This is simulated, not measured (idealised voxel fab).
process module | voxel released beams
160 nm wide, 5 nm square cells: that's cross-section cut.
Reading order for cross-sections: top band down to bottom band. Underlying form: a grid of square cells. Band size: one or more rows of cells.
Heights first: top, then bottom, in nm. Then materials, left to right, each with a width in nm. "throughout" on a single material: fills the band edge to edge. "blank": empty space.
Counting heights begins at 0, where everything beneath is, in the wafer as received, one material. The lowest band has no bottom; it goes on downwards, as "0..down" shows.
Graded width ("30->40"): value in top row of band = first number; value in bottom row = second number; row-to-row change constant.
"nothing different" (step): cross-section cells unchanged, all of them.
You'll see "Closed empty spaces" listing empty spaces that have no way open to the top, as long as they're 8 cells or more; the notation is width x height at distance, where the distance is from the left edge, and all of it is in nm.
On each step's line, the part that comes after the settings is the simulator's own comment on the step.
overlay nm: mask offset rightward from planned place, masked step; negative means leftward offset.
[The following list gives the planned process steps]
| 1 | RECEIVE | material Si |
| 2 | CONFORMAL_DEP | material SiN | thk nm 5 |
| 3 | DIRECTIONAL_DEP | material SiO2 | thk nm 10 |
| 4 | DIRECTIONAL_DEP | material aC | thk nm 10 |
| 5 | PATTERN | tone open | mask id ANCHOR | material resist | width nm 30 | thk nm 30 | overlay nm 0 |
| 6 | DIRECTIONAL_ETCH | etch materials aC | depth nm 10 |
| 7 | STRIP | etch materials resist |
| 8 | DIRECTIONAL_ETCH | etch materials SiO2 | depth nm 10 |
| 9 | STRIP | etch materials aC |
| 10 | CONFORMAL_DEP | material polySi | thk nm 10 |
| 11 | PATTERN | tone cover | mask id BEAM | material resist | width nm 105 | thk nm 15 | overlay nm 0 |
| 12 | DIRECTIONAL_ETCH | etch materials polySi | depth nm 10 |
| 13 | STRIP | etch materials resist |
| 14 | STRIP | etch materials SiO2 |
[Cross-section of the wafer as it came to us, i.e., already through step 1]
0..down: Si throughout
Closed empty spaces: none
[Cross-sectional image of the first of two wafers at the end of the module, the run having proceeded as planned]
25..15: 25 nm blank | 15 nm polySi | 10 nm blank | 80 nm polySi | 30 nm blank
15..5: 30 nm blank | 30 nm polySi | 100 nm blank
5..0: SiN throughout
0..down: Si throughout
Closed empty spaces: none
[Second wafer cross-section at end of module - shared start and plan with the first, one mistake in the run]
20..10: 25->30 nm blank | 10->5 nm polySi | 20 nm blank | 75->5 nm polySi | 30->100 nm blank
10..5: 30 nm blank | 30 nm polySi | 100 nm blank
5..0: SiN throughout
0..down: Si throughout
Closed empty spaces: none
Diagnosis: step 10 ran as: CONFORMAL_DEP | material polySi | thk nm 5
End check, counted in cells, second wafer has more or fewer of these materials than the first: -25 polySi
